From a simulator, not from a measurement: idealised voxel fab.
Module name: voxel tone inversion (process module)
The cross-section shown here is cut; it is 235 nm wide and divided into square cells measuring 5 nm on a side.
This document writes a cross-section as a grid whose cells are square, and gives it as bands, listed from the top down; one or more rows of cells form a band.
The entry gives the band's vertical extent as a top height and a bottom height in nm, then its horizontal make-up as materials from left to right, each with a width in nm. "empty" stands for empty space; a single material marked "all across" fills the band edge to edge.
Ref level 0: as-received wafer is one material below here. Bottom band extends down with no lower bound ("0 down").
The expression "30..40" gives the width at the extremes of the band, the first number at its top row of cells and the second at its bottom row, with the width changing by equal amounts from each row to the next in between.
What does "nothing altered" mean for a step? It means no cell of the cross-section changed in that step.
Closed void table: empty space of 8 cells or more with no open way to the top, each as width x height at its distance from the left edge, in nm
Read whatever lies past the settings on a step's line as the simulator's own remark about the step.
"overlay nm", when on a step's line for a step with a mask, measures how far to the right of its planned place the mask lay; a negative measure means to the left.

**Here's what the planned process steps look like**
- 1: RECEIVE,material Si
- 2: CONFORMAL_DEP,material SiCN,thk nm 5
- 3: DIRECTIONAL_DEP,material aC,thk nm 15
- 4: PATTERN,tone cover,mask id POSTS,material resist,width nm 20,pitch nm 45,thk nm 25,overlay nm 0
- 5: DIRECTIONAL_ETCH,etch materials aC,depth nm 15
- 6: STRIP,etch materials resist
- 7: FILL_DEP,material SiO2,thk nm 5
- 8: CMP,height nm 20
- 9: STRIP,etch materials aC
- 10: CONFORMAL_DEP,material TiN,thk nm 5
- 11: FILL_DEP,material W,thk nm 10
- 12: CMP,height nm 20
- 13: CONFORMAL_DEP,material SiN,thk nm 5

**Cross-sectional view of the wafer in its as-received condition, corresponding to the state after step 1**
    0 down  Si all across
    Closed void table: none

**What the wafer looks like in cross-section after this module, when it starts as shown above and follows the plan above but one mistake is made in running it**
    25 to 20  SiN all across
    20 to 10  W 80 nm / TiN 5 nm / SiO2 20 nm / TiN 5 nm / W 15 nm / TiN 5 nm / SiO2 20 nm / TiN 5 nm / W 80 nm
    10 to 5  TiN 85 nm / SiO2 20 nm / TiN 25 nm / SiO2 20 nm / TiN 85 nm
    5 to 0  SiCN all across
    0 down  Si all across
    Closed void table: none
Want to know what went wrong? planned and actual differ for step 4; actual: PATTERN,tone open,mask id POSTS,material resist,width nm 20,pitch nm 45,thk nm 25,overlay nm 0
